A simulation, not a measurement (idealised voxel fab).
The process module presented herein is designated voxel air gaps.
We display cut, a cross-section 290 nm in width whose square cells are each 5 nm.
Each cross-section below is a grid of square cells, stated as bands in top-down order, with one or more rows of cells making up each band. Look at the band entry: it leads with the top's height and the bottom's height in nm. Then it lists the materials left to right, with a width in nm for each. The word "full width" on a single material says that material fills the band edge to edge. The word "blank" is empty space. Heads up on the height convention: 0 is the point under which the incoming wafer is all one material, and the lowest band has no bottom, it just keeps going down, like "0 and below". A width such as "30..40" changes by the same amount from each row of cells to the next, from the band's top row to its bottom row. "remained unchanged" after a step means that no cell of the cross-section changed. Closed internal cavities: empty space of 8 cells or more with no open way to the top, each as width x height at its distance from the left edge, in nm. The remark found on a step's line after its settings is issued by the simulator itself and pertains to that step. On any step carrying a mask, the "overlay nm" setting, if present on the step's line, tells how far right of its planned place the mask lay; negative values point to the left.
Process steps (planned):
1. RECEIVE, material Si
2. CONFORMAL_DEP, material SiO2, thk nm 15
3. CONFORMAL_DEP, material SiN, thk nm 5
4. DIRECTIONAL_DEP, material SiO2, thk nm 40
5. PATTERN, tone open, mask id LINES, material resist, width nm 25, pitch nm 50, thk nm 15, overlay nm -15
6. DIRECTIONAL_ETCH, etch materials SiO2, depth nm 40
7. STRIP, etch materials resist
8. CONFORMAL_DEP, material TiN, thk nm 5
9. FILL_DEP, material Ru, thk nm 5
10. CMP, height nm 60
11. EPI, material Ru, thk nm 10
12. SELECTIVE_ETCH, etch materials SiO2, depth nm 50
13. CONFORMAL_DEP, material SiCN, thk nm 5
Don't read the plan's overlay nm for step 5 as applying to every wafer: that's the first wafer's value, and the wafers differ in it, though they all start identical.
First wafer of several, as received: cross-section after step 1:
    0 and below  Si full width
    Closed internal cavities: none
First wafer at the end, after step 13:
    75 down to 70  50 blank, then 155 SiCN, then 85 blank
    70 down to 60  50 blank, then 5 SiCN, then 45 Ru, then 5 SiCN, then 45 Ru, then 5 SiCN, then 45 Ru, then 5 SiCN, then 85 blank
    60 down to 55  50 blank, then 15 SiCN, then 5 TiN, then 15 Ru, then 5 TiN, then 25 SiCN, then 5 TiN, then 15 Ru, then 5 TiN, then 25 SiCN, then 5 TiN, then 15 Ru, then 5 TiN, then 15 SiCN, then 85 blank
    55 down to 25  60 blank, then 5 SiCN, then 5 TiN, then 15 Ru, then 5 TiN, then 5 SiCN, then 15 blank, then 5 SiCN, then 5 TiN, then 15 Ru, then 5 TiN, then 5 SiCN, then 15 blank, then 5 SiCN, then 5 TiN, then 15 Ru, then 5 TiN, then 5 SiCN, then 95 blank
    25 down to 20  65 SiCN, then 25 TiN, then 25 SiCN, then 25 TiN, then 25 SiCN, then 25 TiN, then 100 SiCN
    20 down to 15  SiN full width
    15 down to 0  SiO2 full width
    0 and below  Si full width
    Closed internal cavities: 15 x 30 at 95; 15 x 30 at 145
Cross-section, module end, final of several wafers:
    75 down to 70  80 blank, then 155 SiCN, then 55 blank
    70 down to 60  80 blank, then 5 SiCN, then 45 Ru, then 5 SiCN, then 45 Ru, then 5 SiCN, then 45 Ru, then 5 SiCN, then 55 blank
    60 down to 55  80 blank, then 15 SiCN, then 5 TiN, then 15 Ru, then 5 TiN, then 25 SiCN, then 5 TiN, then 15 Ru, then 5 TiN, then 25 SiCN, then 5 TiN, then 15 Ru, then 5 TiN, then 15 SiCN, then 55 blank
    55 down to 25  90 blank, then 5 SiCN, then 5 TiN, then 15 Ru, then 5 TiN, then 5 SiCN, then 15 blank, then 5 SiCN, then 5 TiN, then 15 Ru, then 5 TiN, then 5 SiCN, then 15 blank, then 5 SiCN, then 5 TiN, then 15 Ru, then 5 TiN, then 5 SiCN, then 65 blank
    25 down to 20  95 SiCN, then 25 TiN, then 25 SiCN, then 25 TiN, then 25 SiCN, then 25 TiN, then 70 SiCN
    20 down to 15  SiN full width
    15 down to 0  SiO2 full width
    0 and below  Si full width
    Closed internal cavities: 15 x 30 at 125; 15 x 30 at 175
Gained (+) or lost (-) cells of each material since receipt, then closed voids: one row per wafer, at the end of the module:
overlay nm -15 | +117 Ru | +134 SiCN | +58 SiN | +174 SiO2 | +57 TiN | Closed internal cavities: 15 x 30 at 95; 15 x 30 at 145
overlay nm -10 | +117 Ru | +134 SiCN | +58 SiN | +174 SiO2 | +57 TiN | Closed internal cavities: 15 x 30 at 100; 15 x 30 at 150
overlay nm -5 | +117 Ru | +134 SiCN | +58 SiN | +174 SiO2 | +57 TiN | Closed internal cavities: 15 x 30 at 105; 15 x 30 at 155
overlay nm 0 | +117 Ru | +134 SiCN | +58 SiN | +174 SiO2 | +57 TiN | Closed internal cavities: 15 x 30 at 110; 15 x 30 at 160
overlay nm 5 | +117 Ru | +134 SiCN | +58 SiN | +174 SiO2 | +57 TiN | Closed internal cavities: 15 x 30 at 115; 15 x 30 at 165
overlay nm 10 | +117 Ru | +134 SiCN | +58 SiN | +174 SiO2 | +57 TiN | Closed internal cavities: 15 x 30 at 120; 15 x 30 at 170
overlay nm 15 | +117 Ru | +134 SiCN | +58 SiN | +174 SiO2 | +57 TiN | Closed internal cavities: 15 x 30 at 125; 15 x 30 at 175
